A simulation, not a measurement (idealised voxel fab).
process module | voxel lift off
cross-section cut | 295 nm wide | cells 5 nm
A cross-section is a grid of square cells, given in bands from the top down. A band is one or more rows of cells.
Each band's line starts with the height of the band's top and of its bottom, in nm. Then come its materials from left to right, each with its width in nm. One material with "throughout" fills the band from edge to edge. "air" is empty space.
Height 0 is the level under which the wafer as received is all one material. The lowest band goes on downwards, as in "0 down".
A width such as "30 to 40" changes by the same amount from each row of cells to the next, from the band's top row to its bottom row.
"no change" after a step means that no cell of the cross-section changed.
closed voids: empty space of 8 cells or more with no open way to the top, each as width x height at its distance from the left edge, in nm
after a step's settings: what the simulator itself notes on the step
overlay nm, on a step with a mask: how far to the right of its planned place the mask lay; to the left if negative
plan
1 op RECEIVE | material Si
2 op CONFORMAL_DEP | material Al2O3 | thk nm 15
3 op PATTERN | tone open | mask id LINES | material resist | width nm 30 | pitch nm 55 | thk nm 15 | overlay nm 0
4 op DIRECTIONAL_DEP | material Ru | thk nm 5
5 op STRIP | etch materials resist
6 op CONFORMAL_DEP | material SiO2 | thk nm 10
as received, after step 1
  0 down: Si throughout
  closed voids: none
a wafer at the end: this start, this plan, one mistake
  30 to 25: air 60 | SiO2 170 | air 65
  25 to 20: SiO2 throughout
  20 to 15: SiO2 70 | Ru 40 | SiO2 15 | Ru 40 | SiO2 15 | Ru 40 | SiO2 75
  15 to 0: Al2O3 throughout
  0 down: Si throughout
  closed voids: none
what went wrong: step 3 ran as: op PATTERN | tone open | mask id LINES | material resist | width nm 40 | pitch nm 55 | thk nm 15 | overlay nm 0
